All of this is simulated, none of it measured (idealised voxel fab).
Process module heading - voxel capacitor over wiring
FYI the section here is cut, 300 nm wide, cells are 5 nm squares.
Each cross-section below is a grid of square cells, stated as bands in top-down order, with one or more rows of cells making up each band. This entry defines a band. It first specifies the height of the band's top and the height of its bottom in nm, and then specifies the band's materials from left to right, stating each material with its width in nm. The word "full width" identifies a single material that fills the band from edge to edge, while the word "air" identifies empty space. Where do heights start? At 0: under that level the wafer as delivered is made of one material only. And the lowest band has no floor; it just carries on downward, as in "z 0 and below". Per-row width for "30->40": begins at first number (top row of band), ends at second number (bottom row), increment between rows held constant. Step marked "no modifications"? Then no cell in the cross-section changed in it. Entry "Fully enclosed voids" = empty spaces >= 8 cells with no open way to the top; each as width x height at distance, distance from left edge, all nm. On each step's line, the part that comes after the settings is the simulator's own comment on the step. Regarding "overlay nm": on a step with a mask, it is the distance the mask lay to the right of its planned place; a negative value places it to the left. Pairs ahead. Before: cross-section ahead of one process step. After: cross-section once the step is done, shown to the lowest changed band only. Under each pair: that step, with settings. Caution: pairs may come from different runs of this module on the same starting wafer; a pair follows the pair above only where its "Pre-process cross-section" entry says so.

### Pre-process cross-section
  z 0 and below | Si full width
  Fully enclosed voids: none

### Result of Step
  z 15 to 0 | SiO2 full width
  All layers under 0 are left as they were.
  Fully enclosed voids: none
For reference, the processing step occurring between the two cross-sections presented above is as follows: CONFORMAL_DEP, material SiO2, thk nm 15

Pre-process cross-section: the after view from the pair directly above serves as the before view here.

### Result of Step
  z 20 to 15 | TiN full width
  All layers under 15 are left as they were.
  Fully enclosed voids: none
For reference, the processing step occurring between the two cross-sections presented above is as follows: DIRECTIONAL_DEP, material TiN, thk nm 5

Pre-process cross-section: the after view from the pair directly above serves as the before view here.

### Result of Step
  z 40 to 20 | Ru full width
  All layers under 20 are left as they were.
  Fully enclosed voids: none
For reference, the processing step occurring between the two cross-sections presented above is as follows: DIRECTIONAL_DEP, material Ru, thk nm 20

Pre-process cross-section: the after view from the pair directly above serves as the before view here.

### Result of Step
  z 55 to 40 | aC full width
  All layers under 40 are left as they were.
  Fully enclosed voids: none
For reference, the processing step occurring between the two cross-sections presented above is as follows: DIRECTIONAL_DEP, material aC, thk nm 15

Pre-process cross-section: the after view from the pair directly above serves as the before view here.

### Result of Step
  z 90 to 55 | 90 nm air / 25 nm resist / 65 nm air / 25 nm resist / 95 nm air
  All layers under 55 are left as they were.
  Fully enclosed voids: none
For reference, the processing step occurring between the two cross-sections presented above is as follows: PATTERN, tone cover, mask id METAL_1, material resist, width nm 25, pitch nm 90, thk nm 35, overlay nm 0

Pre-process cross-section: the after view from the pair directly above serves as the before view here.

### Result of Step
  z 75 to 55 | 90 nm air / 25 nm resist / 65 nm air / 25 nm resist / 95 nm air
  z 55 to 40 | 90 nm air / 25 nm aC / 65 nm air / 25 nm aC / 95 nm air
  All layers under 40 are left as they were.
  Fully enclosed voids: none
For reference, the processing step occurring between the two cross-sections presented above is as follows: DIRECTIONAL_ETCH, etch materials aC, depth nm 15

Pre-process cross-section: the after view from the pair directly above serves as the before view here.

### Result of Step
  z 55 to 40 | 90 nm air / 25 nm aC / 65 nm air / 25 nm aC / 95 nm air
  All layers under 40 are left as they were.
  Fully enclosed voids: none
For reference, the processing step occurring between the two cross-sections presented above is as follows: STRIP, etch materials resist

Pre-process cross-section: the after view from the pair directly above serves as the before view here.

### Result of Step
  z 55 to 40 | 90 nm air / 25 nm aC / 65 nm air / 25 nm aC / 95 nm air
  z 40 to 20 | 90 nm air / 25 nm Ru / 65 nm air / 25 nm Ru / 95 nm air
  All layers under 20 are left as they were.
  Fully enclosed voids: none
For reference, the processing step occurring between the two cross-sections presented above is as follows: DIRECTIONAL_ETCH, etch materials Ru, depth nm 20

Pre-process cross-section: the after view from the pair directly above serves as the before view here.

### Result of Step
  z 55 to 40 | 90 nm air / 25 nm aC / 65 nm air / 25 nm aC / 95 nm air
  z 40 to 20 | 90 nm air / 25 nm Ru / 65 nm air / 25 nm Ru / 95 nm air
  z 20 to 15 | 90 nm air / 25 nm TiN / 65 nm air / 25 nm TiN / 95 nm air
  All layers under 15 are left as they were.
  Fully enclosed voids: none
For reference, the processing step occurring between the two cross-sections presented above is as follows: DIRECTIONAL_ETCH, etch materials TiN, depth nm 5

Pre-process cross-section: the after view from the pair directly above serves as the before view here.

### Result of Step
  z 40 to 20 | 90 nm air / 25 nm Ru / 65 nm air / 25 nm Ru / 95 nm air
  All layers under 20 are left as they were.
  Fully enclosed voids: none
For reference, the processing step occurring between the two cross-sections presented above is as follows: STRIP, etch materials aC

Pre-process cross-section: the after view from the pair directly above serves as the before view here.

### Result of Step
  z 50 to 40 | lowk full width
  z 40 to 20 | 90 nm lowk / 25 nm Ru / 65 nm lowk / 25 nm Ru / 95 nm lowk
  z 20 to 15 | 90 nm lowk / 25 nm TiN / 65 nm lowk / 25 nm TiN / 95 nm lowk
  All layers under 15 are left as they were.
  Fully enclosed voids: none
For reference, the processing step occurring between the two cross-sections presented above is as follows: FILL_DEP, material lowk, thk nm 10

Pre-process cross-section: the after view from the pair directly above serves as the before view here.

### Result of Step
  z 40 to 20 | 90 nm lowk / 25 nm Ru / 65 nm lowk / 25 nm Ru / 95 nm lowk
  All layers under 20 are left as they were.
  Fully enclosed voids: none
For reference, the processing step occurring between the two cross-sections presented above is as follows: CMP, height nm 40

Pre-process cross-section: the after view from the pair directly above serves as the before view here.

### Result of Step
  z 45 to 40 | SiCN full width
  All layers under 40 are left as they were.
  Fully enclosed voids: none
For reference, the processing step occurring between the two cross-sections presented above is as follows: CONFORMAL_DEP, material SiCN, thk nm 5

Pre-process cross-section: the after view from the pair directly above serves as the before view here.

### Result of Step
  z 65 to 45 | lowk full width
  All layers under 45 are left as they were.
  Fully enclosed voids: none
For reference, the processing step occurring between the two cross-sections presented above is as follows: DIRECTIONAL_DEP, material lowk, thk nm 20

Pre-process cross-section: the after view from the pair directly above serves as the before view here.

### Result of Step
  z 85 to 65 | 100 nm resist / 15 nm air / 185 nm resist
  All layers under 65 are left as they were.
  Fully enclosed voids: none
For reference, the processing step occurring between the two cross-sections presented above is as follows: PATTERN, tone open, mask id PLUG_1, material resist, width nm 15, thk nm 20, overlay nm 0

Pre-process cross-section: the after view from the pair directly above serves as the before view here.

### Result of Step
  z 85 to 65 | 100 nm resist / 15 nm air / 185 nm resist
  z 65 to 45 | 100 nm lowk / 15 nm air / 185 nm lowk
  All layers under 45 are left as they were.
  Fully enclosed voids: none
For reference, the processing step occurring between the two cross-sections presented above is as follows: DIRECTIONAL_ETCH, etch materials lowk, depth nm 20

Pre-process cross-section: the after view from the pair directly above serves as the before view here.

### Result of Step
  z 85 to 65 | 100 nm resist / 15 nm air / 185 nm resist
  z 65 to 45 | 100 nm lowk / 15 nm air / 185 nm lowk
  z 45 to 40 | 100 nm SiCN / 15 nm air / 185 nm SiCN
  All layers under 40 are left as they were.
  Fully enclosed voids: none
For reference, the processing step occurring between the two cross-sections presented above is as follows: DIRECTIONAL_ETCH, etch materials SiCN, depth nm 5

Pre-process cross-section: the after view from the pair directly above serves as the before view here.

### Result of Step
  z 65 to 45 | 100 nm lowk / 15 nm air / 185 nm lowk
  All layers under 45 are left as they were.
  Fully enclosed voids: none
For reference, the processing step occurring between the two cross-sections presented above is as follows: STRIP, etch materials resist

Pre-process cross-section: the after view from the pair directly above serves as the before view here.

### Result of Step
  z 70 to 65 | 105 nm TiN / 5 nm air / 190 nm TiN
  z 65 to 45 | 100 nm lowk / 5 nm TiN / 5 nm air / 5 nm TiN / 185 nm lowk
  z 45 to 40 | 100 nm SiCN / 15 nm TiN / 185 nm SiCN
  All layers under 40 are left as they were.
  Fully enclosed voids: none
For reference, the processing step occurring between the two cross-sections presented above is as follows: CONFORMAL_DEP, material TiN, thk nm 5

Pre-process cross-section: the after view from the pair directly above serves as the before view here.

### Result of Step
  z 80 to 70 | W full width
  z 70 to 65 | 105 nm TiN / 5 nm W / 190 nm TiN
  z 65 to 45 | 100 nm lowk / 5 nm TiN / 5 nm W / 5 nm TiN / 185 nm lowk
  All layers under 45 are left as they were.
  Fully enclosed voids: none
For reference, the processing step occurring between the two cross-sections presented above is as follows: FILL_DEP, material W, thk nm 10

Pre-process cross-section: the after view from the pair directly above serves as the before view here.

### Result of Step
  z 65 to 45 | 100 nm lowk / 5 nm TiN / 5 nm W / 5 nm TiN / 185 nm lowk
  All layers under 45 are left as they were.
  Fully enclosed voids: none
For reference, the processing step occurring between the two cross-sections presented above is as follows: CMP, height nm 65

Pre-process cross-section: the after view from the pair directly above serves as the before view here.

### Result of Step
  z 70 to 65 | TiN full width
  All layers under 65 are left as they were.
  Fully enclosed voids: none
For reference, the processing step occurring between the two cross-sections presented above is as follows: DIRECTIONAL_DEP, material TiN, thk nm 5

Pre-process cross-section: the after view from the pair directly above serves as the before view here.

### Result of Step
  z 75 to 70 | Al2O3 full width
  All layers under 70 are left as they were.
  Fully enclosed voids: none
For reference, the processing step occurring between the two cross-sections presented above is as follows: DIRECTIONAL_DEP, material Al2O3, thk nm 5

Pre-process cross-section: the after view from the pair directly above serves as the before view here.

### Result of Step
  z 85 to 75 | TiN full width
  All layers under 75 are left as they were.
  Fully enclosed voids: none
For reference, the processing step occurring between the two cross-sections presented above is as follows: DIRECTIONAL_DEP, material TiN, thk nm 10

Pre-process cross-section: the after view from the pair directly above serves as the before view here.

### Result of Step
  z 100 to 85 | aC full width
  All layers under 85 are left as they were.
  Fully enclosed voids: none
For reference, the processing step occurring between the two cross-sections presented above is as follows: DIRECTIONAL_DEP, material aC, thk nm 15

Pre-process cross-section: the after view from the pair directly above serves as the before view here.

### Result of Step
  z 130 to 100 | 100 nm air / 70 nm resist / 130 nm air
  All layers under 100 are left as they were.
  Fully enclosed voids: none
For reference, the processing step occurring between the two cross-sections presented above is as follows: PATTERN, tone cover, mask id UPPER_PLATE, material resist, width nm 70, thk nm 30, overlay nm 0

Pre-process cross-section: the after view from the pair directly above serves as the before view here.

### Result of Step
  z 115 to 100 | 100 nm air / 70 nm resist / 130 nm air
  z 100 to 85 | 100 nm air / 70 nm aC / 130 nm air
  All layers under 85 are left as they were.
  Fully enclosed voids: none
For reference, the processing step occurring between the two cross-sections presented above is as follows: DIRECTIONAL_ETCH, etch materials aC, depth nm 15

Pre-process cross-section: the after view from the pair directly above serves as the before view here.

### Result of Step
  z 100 to 85 | 100 nm air / 70 nm aC / 130 nm air
  All layers under 85 are left as they were.
  Fully enclosed voids: none
For reference, the processing step occurring between the two cross-sections presented above is as follows: STRIP, etch materials resist

Pre-process cross-section: the after view from the pair directly above serves as the before view here.

### Result of Step
  z 100 to 85 | 100 nm air / 70 nm aC / 130 nm air
  z 85 to 75 | 100 nm air / 70 nm TiN / 130 nm air
  All layers under 75 are left as they were.
  Fully enclosed voids: none
For reference, the processing step occurring between the two cross-sections presented above is as follows: DIRECTIONAL_ETCH, etch materials TiN, depth nm 10

Pre-process cross-section: the after view from the pair directly above serves as the before view here.

### Result of Step
  z 100 to 85 | 100 nm air / 70 nm aC / 130 nm air
  z 85 to 75 | 100 nm air / 70 nm TiN / 130 nm air
  z 75 to 70 | 100 nm air / 70 nm Al2O3 / 130 nm air
  All layers under 70 are left as they were.
  Fully enclosed voids: none
For reference, the processing step occurring between the two cross-sections presented above is as follows: DIRECTIONAL_ETCH, etch materials Al2O3, depth nm 5

Pre-process cross-section: the after view from the pair directly above serves as the before view here.

### Result of Step
  z 85 to 75 | 100 nm air / 70 nm TiN / 130 nm air
  All layers under 75 are left as they were.
  Fully enclosed voids: none
For reference, the processing step occurring between the two cross-sections presented above is as follows: STRIP, etch materials aC

Pre-process cross-section: the after view from the pair directly above serves as the before view here.

### Result of Step
  z 85 to 75 | 100 nm air / 70 nm TiN / 130 nm air
  z 75 to 70 | 100 nm air / 70 nm Al2O3 / 130 nm air
  z 70 to 65 | 95 nm air / 80 nm TiN / 125 nm air
  All layers under 65 are left as they were.
  Fully enclosed voids: none
For reference, the processing step occurring between the two cross-sections presented above is as follows: MASKED_ETCH, tone cover, mask id LOWER_PLATE, width nm 80, etch materials TiN, depth nm 5, overlay nm 0

Pre-process cross-section: the after view from the pair directly above serves as the before view here.

### Result of Step
  z 105 to 85 | SiO2 full width
  z 85 to 75 | 100 nm SiO2 / 70 nm TiN / 130 nm SiO2
  z 75 to 70 | 100 nm SiO2 / 70 nm Al2O3 / 130 nm SiO2
  z 70 to 65 | 95 nm SiO2 / 80 nm TiN / 125 nm SiO2
  All layers under 65 are left as they were.
  Fully enclosed voids: none
For reference, the processing step occurring between the two cross-sections presented above is as follows: FILL_DEP, material SiO2, thk nm 20

Pre-process cross-section: the after view from the pair directly above serves as the before view here.

### Result of Step
  z 100 to 85 | SiO2 full width
  All layers under 85 are left as they were.
  Fully enclosed voids: none
For reference, the processing step occurring between the two cross-sections presented above is as follows: CMP, height nm 100

Pre-process cross-section: the after view from the pair directly above serves as the before view here.

### Result of Step
  z 120 to 100 | 110 nm resist / 15 nm air / 175 nm resist
  All layers under 100 are left as they were.
  Fully enclosed voids: none
For reference, the processing step occurring between the two cross-sections presented above is as follows: PATTERN, tone open, mask id PLUG_2, material resist, width nm 15, thk nm 20, overlay nm 0

Pre-process cross-section: the after view from the pair directly above serves as the before view here.

### Result of Step
  z 120 to 100 | 110 nm resist / 15 nm air / 175 nm resist
  z 100 to 85 | 110 nm SiO2 / 15 nm air / 175 nm SiO2
  All layers under 85 are left as they were.
  Fully enclosed voids: none
For reference, the processing step occurring between the two cross-sections presented above is as follows: DIRECTIONAL_ETCH, etch materials SiO2, depth nm 15

Pre-process cross-section: the after view from the pair directly above serves as the before view here.

### Result of Step
  z 100 to 85 | 110 nm SiO2 / 15 nm air / 175 nm SiO2
  All layers under 85 are left as they were.
  Fully enclosed voids: none
For reference, the processing step occurring between the two cross-sections presented above is as follows: STRIP, etch materials resist

Pre-process cross-section: the after view from the pair directly above serves as the before view here.

### Result of Step
  z 105 to 100 | 115 nm TiN / 5 nm air / 180 nm TiN
  z 100 to 90 | 110 nm SiO2 / 5 nm TiN / 5 nm air / 5 nm TiN / 175 nm SiO2
  z 90 to 85 | 110 nm SiO2 / 15 nm TiN / 175 nm SiO2
  All layers under 85 are left as they were.
  Fully enclosed voids: none
For reference, the processing step occurring between the two cross-sections presented above is as follows: CONFORMAL_DEP, material TiN, thk nm 5

Pre-process cross-section: the after view from the pair directly above serves as the before view here.

### Result of Step
  z 110 to 105 | Ru full width
  z 105 to 100 | 115 nm TiN / 5 nm Ru / 180 nm TiN
  z 100 to 90 | 110 nm SiO2 / 5 nm TiN / 5 nm Ru / 5 nm TiN / 175 nm SiO2
  All layers under 90 are left as they were.
  Fully enclosed voids: none
For reference, the processing step occurring between the two cross-sections presented above is as follows: FILL_DEP, material Ru, thk nm 5

Pre-process cross-section: the after view from the pair directly above serves as the before view here.

### Result of Step
  z 100 to 90 | 110 nm SiO2 / 5 nm TiN / 5 nm Ru / 5 nm TiN / 175 nm SiO2
  All layers under 90 are left as they were.
  Fully enclosed voids: none
For reference, the processing step occurring between the two cross-sections presented above is as follows: CMP, height nm 100

Pre-process cross-section: the after view from the pair directly above serves as the before view here.

### Result of Step
  z 105 to 100 | SiN full width
  All layers under 100 are left as they were.
  Fully enclosed voids: none
For reference, the processing step occurring between the two cross-sections presented above is as follows: CONFORMAL_DEP, material SiN, thk nm 5

### Pre-process cross-section
  z 70 to 65 | TiN full width
  z 65 to 45 | 100 nm lowk / 5 nm TiN / 5 nm W / 5 nm TiN / 185 nm lowk
  z 45 to 40 | 100 nm SiCN / 15 nm TiN / 185 nm SiCN
  z 40 to 20 | 90 nm lowk / 25 nm Ru / 65 nm lowk / 25 nm Ru / 95 nm lowk
  z 20 to 15 | 90 nm lowk / 25 nm TiN / 65 nm lowk / 25 nm TiN / 95 nm lowk
  z 15 to 0 | SiO2 full width
  z 0 and below | Si full width
  Fully enclosed voids: none

### Result of Step
  z 80 to 65 | TiN full width
  All layers under 65 are left as they were.
  Fully enclosed voids: none
For reference, the processing step occurring between the two cross-sections presented above is as follows: DIRECTIONAL_DEP, material TiN, thk nm 10

Pre-process cross-section: the after view from the pair directly above serves as the before view here.

### Result of Step
  z 95 to 80 | aC full width
  All layers under 80 are left as they were.
  Fully enclosed voids: none
For reference, the processing step occurring between the two cross-sections presented above is as follows: DIRECTIONAL_DEP, material aC, thk nm 15

Pre-process cross-section: the after view from the pair directly above serves as the before view here.

### Result of Step
  z 125 to 95 | 100 nm air / 70 nm resist / 130 nm air
  All layers under 95 are left as they were.
  Fully enclosed voids: none
For reference, the processing step occurring between the two cross-sections presented above is as follows: PATTERN, tone cover, mask id UPPER_PLATE, material resist, width nm 70, thk nm 30, overlay nm 0

Pre-process cross-section: the after view from the pair directly above serves as the before view here.

### Result of Step
  z 110 to 95 | 100 nm air / 70 nm resist / 130 nm air
  z 95 to 80 | 100 nm air / 70 nm aC / 130 nm air
  All layers under 80 are left as they were.
  Fully enclosed voids: none
For reference, the processing step occurring between the two cross-sections presented above is as follows: DIRECTIONAL_ETCH, etch materials aC, depth nm 15

Pre-process cross-section: the after view from the pair directly above serves as the before view here.

### Result of Step
  z 95 to 80 | 100 nm air / 70 nm aC / 130 nm air
  All layers under 80 are left as they were.
  Fully enclosed voids: none
For reference, the processing step occurring between the two cross-sections presented above is as follows: STRIP, etch materials resist

Pre-process cross-section: the after view from the pair directly above serves as the before view here.

### Result of Step
  z 95 to 80 | 100 nm air / 70 nm aC / 130 nm air
  z 80 to 70 | 100 nm air / 70 nm TiN / 130 nm air
  All layers under 70 are left as they were.
  Fully enclosed voids: none
For reference, the processing step occurring between the two cross-sections presented above is as follows: DIRECTIONAL_ETCH, etch materials TiN, depth nm 10

Pre-process cross-section: the after view from the pair directly above serves as the before view here.

### Result of Step
  z 80 to 70 | 100 nm air / 70 nm TiN / 130 nm air
  All layers under 70 are left as they were.
  Fully enclosed voids: none
For reference, the processing step occurring between the two cross-sections presented above is as follows: STRIP, etch materials aC

Pre-process cross-section: the after view from the pair directly above serves as the before view here.

### Result of Step
  z 80 to 70 | 100 nm air / 70 nm TiN / 130 nm air
  z 70 to 65 | 95 nm air / 80 nm TiN / 125 nm air
  All layers under 65 are left as they were.
  Fully enclosed voids: none
For reference, the processing step occurring between the two cross-sections presented above is as follows: MASKED_ETCH, tone cover, mask id LOWER_PLATE, width nm 80, etch materials TiN, depth nm 5, overlay nm 0

Pre-process cross-section: the after view from the pair directly above serves as the before view here.

### Result of Step
  z 100 to 80 | SiO2 full width
  z 80 to 70 | 100 nm SiO2 / 70 nm TiN / 130 nm SiO2
  z 70 to 65 | 95 nm SiO2 / 80 nm TiN / 125 nm SiO2
  All layers under 65 are left as they were.
  Fully enclosed voids: none
For reference, the processing step occurring between the two cross-sections presented above is as follows: FILL_DEP, material SiO2, thk nm 20

Pre-process cross-section: the after view from the pair directly above serves as the before view here.

### Result of Step
  z 120 to 100 | 110 nm resist / 15 nm air / 175 nm resist
  All layers under 100 are left as they were.
  Fully enclosed voids: none
For reference, the processing step occurring between the two cross-sections presented above is as follows: PATTERN, tone open, mask id PLUG_2, material resist, width nm 15, thk nm 20, overlay nm 0

Pre-process cross-section: the after view from the pair directly above serves as the before view here.

### Result of Step
  z 120 to 100 | 110 nm resist / 15 nm air / 175 nm resist
  z 100 to 85 | 110 nm SiO2 / 15 nm air / 175 nm SiO2
  All layers under 85 are left as they were.
  Fully enclosed voids: none
For reference, the processing step occurring between the two cross-sections presented above is as follows: DIRECTIONAL_ETCH, etch materials SiO2, depth nm 15

Pre-process cross-section: the after view from the pair directly above serves as the before view here.

### Result of Step
  z 100 to 85 | 110 nm SiO2 / 15 nm air / 175 nm SiO2
  All layers under 85 are left as they were.
  Fully enclosed voids: none
For reference, the processing step occurring between the two cross-sections presented above is as follows: STRIP, etch materials resist

Pre-process cross-section: the after view from the pair directly above serves as the before view here.

### Result of Step
  z 105 to 100 | 115 nm TiN / 5 nm air / 180 nm TiN
  z 100 to 90 | 110 nm SiO2 / 5 nm TiN / 5 nm air / 5 nm TiN / 175 nm SiO2
  z 90 to 85 | 110 nm SiO2 / 15 nm TiN / 175 nm SiO2
  All layers under 85 are left as they were.
  Fully enclosed voids: none
For reference, the processing step occurring between the two cross-sections presented above is as follows: CONFORMAL_DEP, material TiN, thk nm 5

Pre-process cross-section: the after view from the pair directly above serves as the before view here.

### Result of Step
  z 110 to 105 | Ru full width
  z 105 to 100 | 115 nm TiN / 5 nm Ru / 180 nm TiN
  z 100 to 90 | 110 nm SiO2 / 5 nm TiN / 5 nm Ru / 5 nm TiN / 175 nm SiO2
  All layers under 90 are left as they were.
  Fully enclosed voids: none
For reference, the processing step occurring between the two cross-sections presented above is as follows: FILL_DEP, material Ru, thk nm 5

Pre-process cross-section: the after view from the pair directly above serves as the before view here.

### Result of Step
  z 100 to 90 | 110 nm SiO2 / 5 nm TiN / 5 nm Ru / 5 nm TiN / 175 nm SiO2
  All layers under 90 are left as they were.
  Fully enclosed voids: none
For reference, the processing step occurring between the two cross-sections presented above is as follows: CMP, height nm 100

Pre-process cross-section: the after view from the pair directly above serves as the before view here.

### Result of Step
  z 105 to 100 | SiN full width
  All layers under 100 are left as they were.
  Fully enclosed voids: none
For reference, the processing step occurring between the two cross-sections presented above is as follows: CONFORMAL_DEP, material SiN, thk nm 5

### Pre-process cross-section
  z 15 to 0 | SiO2 full width
  z 0 and below | Si full width
  Fully enclosed voids: none

### Result of Step
  z 30 to 0 | SiO2 full width
  All layers under 0 are left as they were.
  Fully enclosed voids: none
For reference, the processing step occurring between the two cross-sections presented above is as follows: CONFORMAL_DEP, material SiO2, thk nm 15

Pre-process cross-section: the after view from the pair directly above serves as the before view here.

### Result of Step
  z 35 to 30 | TiN full width
  All layers under 30 are left as they were.
  Fully enclosed voids: none
For reference, the processing step occurring between the two cross-sections presented above is as follows: DIRECTIONAL_DEP, material TiN, thk nm 5

Pre-process cross-section: the after view from the pair directly above serves as the before view here.

### Result of Step
  z 55 to 35 | Ru full width
  All layers under 35 are left as they were.
  Fully enclosed voids: none
For reference, the processing step occurring between the two cross-sections presented above is as follows: DIRECTIONAL_DEP, material Ru, thk nm 20

Pre-process cross-section: the after view from the pair directly above serves as the before view here.

### Result of Step
  z 70 to 55 | aC full width
  All layers under 55 are left as they were.
  Fully enclosed voids: none
For reference, the processing step occurring between the two cross-sections presented above is as follows: DIRECTIONAL_DEP, material aC, thk nm 15

Pre-process cross-section: the after view from the pair directly above serves as the before view here.

### Result of Step
  z 105 to 70 | 90 nm air / 25 nm resist / 65 nm air / 25 nm resist / 95 nm air
  All layers under 70 are left as they were.
  Fully enclosed voids: none
For reference, the processing step occurring between the two cross-sections presented above is as follows: PATTERN, tone cover, mask id METAL_1, material resist, width nm 25, pitch nm 90, thk nm 35, overlay nm 0

Pre-process cross-section: the after view from the pair directly above serves as the before view here.

### Result of Step
  z 90 to 70 | 90 nm air / 25 nm resist / 65 nm air / 25 nm resist / 95 nm air
  z 70 to 55 | 90 nm air / 25 nm aC / 65 nm air / 25 nm aC / 95 nm air
  All layers under 55 are left as they were.
  Fully enclosed voids: none
For reference, the processing step occurring between the two cross-sections presented above is as follows: DIRECTIONAL_ETCH, etch materials aC, depth nm 15

Pre-process cross-section: the after view from the pair directly above serves as the before view here.

### Result of Step
  z 70 to 55 | 90 nm air / 25 nm aC / 65 nm air / 25 nm aC / 95 nm air
  All layers under 55 are left as they were.
  Fully enclosed voids: none
For reference, the processing step occurring between the two cross-sections presented above is as follows: STRIP, etch materials resist

Pre-process cross-section: the after view from the pair directly above serves as the before view here.

### Result of Step
  z 70 to 55 | 90 nm air / 25 nm aC / 65 nm air / 25 nm aC / 95 nm air
  z 55 to 35 | 90 nm air / 25 nm Ru / 65 nm air / 25 nm Ru / 95 nm air
  All layers under 35 are left as they were.
  Fully enclosed voids: none
For reference, the processing step occurring between the two cross-sections presented above is as follows: DIRECTIONAL_ETCH, etch materials Ru, depth nm 20

Pre-process cross-section: the after view from the pair directly above serves as the before view here.

### Result of Step
  z 70 to 55 | 90 nm air / 25 nm aC / 65 nm air / 25 nm aC / 95 nm air
  z 55 to 35 | 90 nm air / 25 nm Ru / 65 nm air / 25 nm Ru / 95 nm air
  z 35 to 30 | 90 nm air / 25 nm TiN / 65 nm air / 25 nm TiN / 95 nm air
  All layers under 30 are left as they were.
  Fully enclosed voids: none
For reference, the processing step occurring between the two cross-sections presented above is as follows: DIRECTIONAL_ETCH, etch materials TiN, depth nm 5

Pre-process cross-section: the after view from the pair directly above serves as the before view here.

### Result of Step
  z 55 to 35 | 90 nm air / 25 nm Ru / 65 nm air / 25 nm Ru / 95 nm air
  All layers under 35 are left as they were.
  Fully enclosed voids: none
For reference, the processing step occurring between the two cross-sections presented above is as follows: STRIP, etch materials aC

Pre-process cross-section: the after view from the pair directly above serves as the before view here.

### Result of Step
  z 65 to 55 | lowk full width
  z 55 to 35 | 90 nm lowk / 25 nm Ru / 65 nm lowk / 25 nm Ru / 95 nm lowk
  z 35 to 30 | 90 nm lowk / 25 nm TiN / 65 nm lowk / 25 nm TiN / 95 nm lowk
  All layers under 30 are left as they were.
  Fully enclosed voids: none
For reference, the processing step occurring between the two cross-sections presented above is as follows: FILL_DEP, material lowk, thk nm 10

Pre-process cross-section: the after view from the pair directly above serves as the before view here.

### Result of Step
  z 40 to 35 | 90 nm lowk / 25 nm Ru / 65 nm lowk / 25 nm Ru / 95 nm lowk
  All layers under 35 are left as they were.
  Fully enclosed voids: none
For reference, the processing step occurring between the two cross-sections presented above is as follows: CMP, height nm 40

Pre-process cross-section: the after view from the pair directly above serves as the before view here.

### Result of Step
  z 45 to 40 | SiCN full width
  All layers under 40 are left as they were.
  Fully enclosed voids: none
For reference, the processing step occurring between the two cross-sections presented above is as follows: CONFORMAL_DEP, material SiCN, thk nm 5

Pre-process cross-section: the after view from the pair directly above serves as the before view here.

### Result of Step
  z 65 to 45 | lowk full width
  All layers under 45 are left as they were.
  Fully enclosed voids: none
For reference, the processing step occurring between the two cross-sections presented above is as follows: DIRECTIONAL_DEP, material lowk, thk nm 20

Pre-process cross-section: the after view from the pair directly above serves as the before view here.

### Result of Step
  z 85 to 65 | 100 nm resist / 15 nm air / 185 nm resist
  All layers under 65 are left as they were.
  Fully enclosed voids: none
For reference, the processing step occurring between the two cross-sections presented above is as follows: PATTERN, tone open, mask id PLUG_1, material resist, width nm 15, thk nm 20, overlay nm 0

Pre-process cross-section: the after view from the pair directly above serves as the before view here.

### Result of Step
  z 85 to 65 | 100 nm resist / 15 nm air / 185 nm resist
  z 65 to 45 | 100 nm lowk / 15 nm air / 185 nm lowk
  All layers under 45 are left as they were.
  Fully enclosed voids: none
For reference, the processing step occurring between the two cross-sections presented above is as follows: DIRECTIONAL_ETCH, etch materials lowk, depth nm 20

Pre-process cross-section: the after view from the pair directly above serves as the before view here.

### Result of Step
  z 85 to 65 | 100 nm resist / 15 nm air / 185 nm resist
  z 65 to 45 | 100 nm lowk / 15 nm air / 185 nm lowk
  z 45 to 40 | 100 nm SiCN / 15 nm air / 185 nm SiCN
  All layers under 40 are left as they were.
  Fully enclosed voids: none
For reference, the processing step occurring between the two cross-sections presented above is as follows: DIRECTIONAL_ETCH, etch materials SiCN, depth nm 5

Pre-process cross-section: the after view from the pair directly above serves as the before view here.

### Result of Step
  z 65 to 45 | 100 nm lowk / 15 nm air / 185 nm lowk
  All layers under 45 are left as they were.
  Fully enclosed voids: none
For reference, the processing step occurring between the two cross-sections presented above is as follows: STRIP, etch materials resist

Pre-process cross-section: the after view from the pair directly above serves as the before view here.

### Result of Step
  z 70 to 65 | 105 nm TiN / 5 nm air / 190 nm TiN
  z 65 to 45 | 100 nm lowk / 5 nm TiN / 5 nm air / 5 nm TiN / 185 nm lowk
  z 45 to 40 | 100 nm SiCN / 15 nm TiN / 185 nm SiCN
  All layers under 40 are left as they were.
  Fully enclosed voids: none
For reference, the processing step occurring between the two cross-sections presented above is as follows: CONFORMAL_DEP, material TiN, thk nm 5

Pre-process cross-section: the after view from the pair directly above serves as the before view here.

### Result of Step
  z 80 to 70 | W full width
  z 70 to 65 | 105 nm TiN / 5 nm W / 190 nm TiN
  z 65 to 45 | 100 nm lowk / 5 nm TiN / 5 nm W / 5 nm TiN / 185 nm lowk
  All layers under 45 are left as they were.
  Fully enclosed voids: none
For reference, the processing step occurring between the two cross-sections presented above is as follows: FILL_DEP, material W, thk nm 10

Pre-process cross-section: the after view from the pair directly above serves as the before view here.

### Result of Step
  z 65 to 45 | 100 nm lowk / 5 nm TiN / 5 nm W / 5 nm TiN / 185 nm lowk
  All layers under 45 are left as they were.
  Fully enclosed voids: none
For reference, the processing step occurring between the two cross-sections presented above is as follows: CMP, height nm 65

Pre-process cross-section: the after view from the pair directly above serves as the before view here.

### Result of Step
  z 70 to 65 | TiN full width
  All layers under 65 are left as they were.
  Fully enclosed voids: none
For reference, the processing step occurring between the two cross-sections presented above is as follows: DIRECTIONAL_DEP, material TiN, thk nm 5

Pre-process cross-section: the after view from the pair directly above serves as the before view here.

### Result of Step
  z 75 to 70 | Al2O3 full width
  All layers under 70 are left as they were.
  Fully enclosed voids: none
For reference, the processing step occurring between the two cross-sections presented above is as follows: DIRECTIONAL_DEP, material Al2O3, thk nm 5

Pre-process cross-section: the after view from the pair directly above serves as the before view here.

### Result of Step
  z 85 to 75 | TiN full width
  All layers under 75 are left as they were.
  Fully enclosed voids: none
For reference, the processing step occurring between the two cross-sections presented above is as follows: DIRECTIONAL_DEP, material TiN, thk nm 10

Pre-process cross-section: the after view from the pair directly above serves as the before view here.

### Result of Step
  z 100 to 85 | aC full width
  All layers under 85 are left as they were.
  Fully enclosed voids: none
For reference, the processing step occurring between the two cross-sections presented above is as follows: DIRECTIONAL_DEP, material aC, thk nm 15

Pre-process cross-section: the after view from the pair directly above serves as the before view here.

### Result of Step
  z 130 to 100 | 100 nm air / 70 nm resist / 130 nm air
  All layers under 100 are left as they were.
  Fully enclosed voids: none
For reference, the processing step occurring between the two cross-sections presented above is as follows: PATTERN, tone cover, mask id UPPER_PLATE, material resist, width nm 70, thk nm 30, overlay nm 0
